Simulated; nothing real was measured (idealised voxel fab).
Documented hereafter: the process module known as voxel released beams.
In the cross-section labelled cut, the width is 245 nm and each square cell is 5 nm.
Each cross-section below is a grid of square cells, stated as bands in top-down order, with one or more rows of cells making up each band. It is stipulated that each band's entry specify, in nanometres, the height of the top of the band and then that of its bottom, followed by the materials of the band in left-to-right sequence, each together with its width in nanometres. A single material marked by the word "full width" is understood to fill the band from edge to edge; the word "air" is understood to denote empty space. Height is counted from the level 0, under which the received wafer is composed throughout of one material. The lowest of the bands is not closed at the bottom but continues downward, in the notation "z 0 and below". Width "30->40": first value at the band's top row of cells, second value at its bottom row, equal change from row to row. It should be understood that the words "no change", when stated for a given step, signify that the cross-section underwent no change in any of its cells during that step. "Enclosed empty spaces" lists enclosed empty spaces (at least 8 cells, no open path upward to the top), each as width x height at distance from the left edge, in nm. Text after the settings on a step's line: the simulator's own remark on that step. You can add "overlay nm" to a step's line. For a step with a mask, it describes how far the mask lay to the right of its planned position, and a negative number describes a lay to the left.

The planned process steps are enumerated hereunder:
1. RECEIVE,material Si
2. CONFORMAL_DEP,material Al2O3,thk nm 10
3. DIRECTIONAL_DEP,material SiO2,thk nm 10
4. DIRECTIONAL_DEP,material aC,thk nm 10
5. PATTERN,tone open,mask id ANCHOR,material resist,width nm 35,thk nm 25,overlay nm 0
6. DIRECTIONAL_ETCH,etch materials aC,depth nm 10
7. STRIP,etch materials resist
8. DIRECTIONAL_ETCH,etch materials SiO2,depth nm 10
9. STRIP,etch materials aC
10. CONFORMAL_DEP,material W,thk nm 15
11. DIRECTIONAL_DEP,material aC,thk nm 15
12. PATTERN,tone cover,mask id BEAM,material resist,width nm 105,thk nm 30,overlay nm 0
13. DIRECTIONAL_ETCH,etch materials aC,depth nm 15
14. STRIP,etch materials resist
15. DIRECTIONAL_ETCH,etch materials W,depth nm 15
16. STRIP,etch materials aC
17. STRIP,etch materials SiO2

The first of the two wafers, which ran as planned:

Wafer as received: cross-section following step 1:
- z 0 and below = Si full width
- Enclosed empty spaces: none

After step 2:
- z 10 to 0 = Al2O3 full width
- Rest of section, below 0: as before.

After step 3:
- z 20 to 10 = SiO2 full width
- Rest of section, below 10: as before.

After step 4:
- z 30 to 20 = aC full width
- Rest of section, below 20: as before.

After step 5:
- z 55 to 30 = resist 70 nm  air 35 nm  resist 140 nm
- Rest of section, below 30: as before.

After step 6:
- z 45 to 30 = resist 70 nm  air 35 nm  resist 140 nm
- z 30 to 20 = aC 70 nm  air 35 nm  aC 140 nm
- Rest of section, below 20: as before.

After step 7:
- z 30 to 20 = aC 70 nm  air 35 nm  aC 140 nm
- Rest of section, below 20: as before.

After step 8:
- z 30 to 20 = aC 70 nm  air 35 nm  aC 140 nm
- z 20 to 10 = SiO2 70 nm  air 35 nm  SiO2 140 nm
- Rest of section, below 10: as before.

After step 9:
- z 20 to 10 = SiO2 70 nm  air 35 nm  SiO2 140 nm
- Rest of section, below 10: as before.

After step 10:
- z 35 to 25 = W 85 nm  air 5 nm  W 155 nm
- z 25 to 20 = W full width
- z 20 to 10 = SiO2 70 nm  W 35 nm  SiO2 140 nm
- Rest of section, below 10: as before.

After step 11:
- z 50 to 40 = aC 85 nm  air 5 nm  aC 155 nm
- z 40 to 35 = aC full width
- z 35 to 25 = W 85 nm  aC 5 nm  W 155 nm
- Rest of section, below 25: as before.

After step 12:
- z 80 to 50 = air 65 nm  resist 105 nm  air 75 nm
- z 50 to 40 = aC 85 nm  resist 5 nm  aC 155 nm
- Rest of section, below 40: as before.

After step 13:
- z 65 to 50 = air 65 nm  resist 105 nm  air 75 nm
- z 50 to 40 = air 65 nm  aC 20 nm  resist 5 nm  aC 80 nm  air 75 nm
- z 40 to 35 = air 65 nm  aC 105 nm  air 75 nm
- Rest of section, below 35: as before.

After step 14:
- z 50 to 40 = air 65 nm  aC 20 nm  air 5 nm  aC 80 nm  air 75 nm
- Rest of section, below 40: as before.

After step 15:
- z 50 to 40 = air 65 nm  aC 20 nm  air 5 nm  aC 80 nm  air 75 nm
- z 40 to 35 = air 65 nm  aC 105 nm  air 75 nm
- z 35 to 25 = air 65 nm  W 20 nm  aC 5 nm  W 80 nm  air 75 nm
- z 25 to 20 = air 65 nm  W 105 nm  air 75 nm
- Rest of section, below 20: as before.

After step 16:
- z 35 to 25 = air 65 nm  W 20 nm  air 5 nm  W 80 nm  air 75 nm
- Rest of section, below 25: as before.

After step 17:
- z 35 to 25 = air 65 nm  W 20 nm  air 5 nm  W 80 nm  air 75 nm
- z 25 to 20 = air 65 nm  W 105 nm  air 75 nm
- z 20 to 10 = air 70 nm  W 35 nm  air 140 nm
- Rest of section, below 10: as before.

Here the second wafer is described. Its start and its plan were those of the first wafer. Its run contained one mistake. Up to and including step 11, it did exactly what the first wafer did:

Second wafer, sectioned view, at step 12's planned end time:
- z 80 to 50 = air 55 nm  resist 105 nm  air 85 nm
- z 50 to 40 = aC 85 nm  resist 5 nm  aC 155 nm
- Rest of section, below 40: as before.

Second wafer, sectioned view, at step 13's planned end time:
- z 65 to 50 = air 55 nm  resist 105 nm  air 85 nm
- z 50 to 40 = air 55 nm  aC 30 nm  resist 5 nm  aC 70 nm  air 85 nm
- z 40 to 35 = air 55 nm  aC 105 nm  air 85 nm
- Rest of section, below 35: as before.

Second wafer, sectioned view, at step 14's planned end time:
- z 50 to 40 = air 55 nm  aC 30 nm  air 5 nm  aC 70 nm  air 85 nm
- Rest of section, below 40: as before.

Second wafer, sectioned view, at step 15's planned end time:
- z 50 to 40 = air 55 nm  aC 30 nm  air 5 nm  aC 70 nm  air 85 nm
- z 40 to 35 = air 55 nm  aC 105 nm  air 85 nm
- z 35 to 25 = air 55 nm  W 30 nm  aC 5 nm  W 70 nm  air 85 nm
- z 25 to 20 = air 55 nm  W 105 nm  air 85 nm
- Rest of section, below 20: as before.

Second wafer, sectioned view, at step 16's planned end time:
- z 35 to 25 = air 55 nm  W 30 nm  air 5 nm  W 70 nm  air 85 nm
- Rest of section, below 25: as before.

Second wafer, sectioned view, at step 17's planned end time:
- z 35 to 25 = air 55 nm  W 30 nm  air 5 nm  W 70 nm  air 85 nm
- z 25 to 20 = air 55 nm  W 105 nm  air 85 nm
- z 20 to 10 = air 70 nm  W 35 nm  air 140 nm
- Rest of section, below 10: as before.
What went wrong in running the wafer? planned and actual differ for step 12; actual: PATTERN,tone cover,mask id BEAM,material resist,width nm 105,thk nm 30,overlay nm -10
Final state: per-material cell counts identical on both wafers; locations differ.
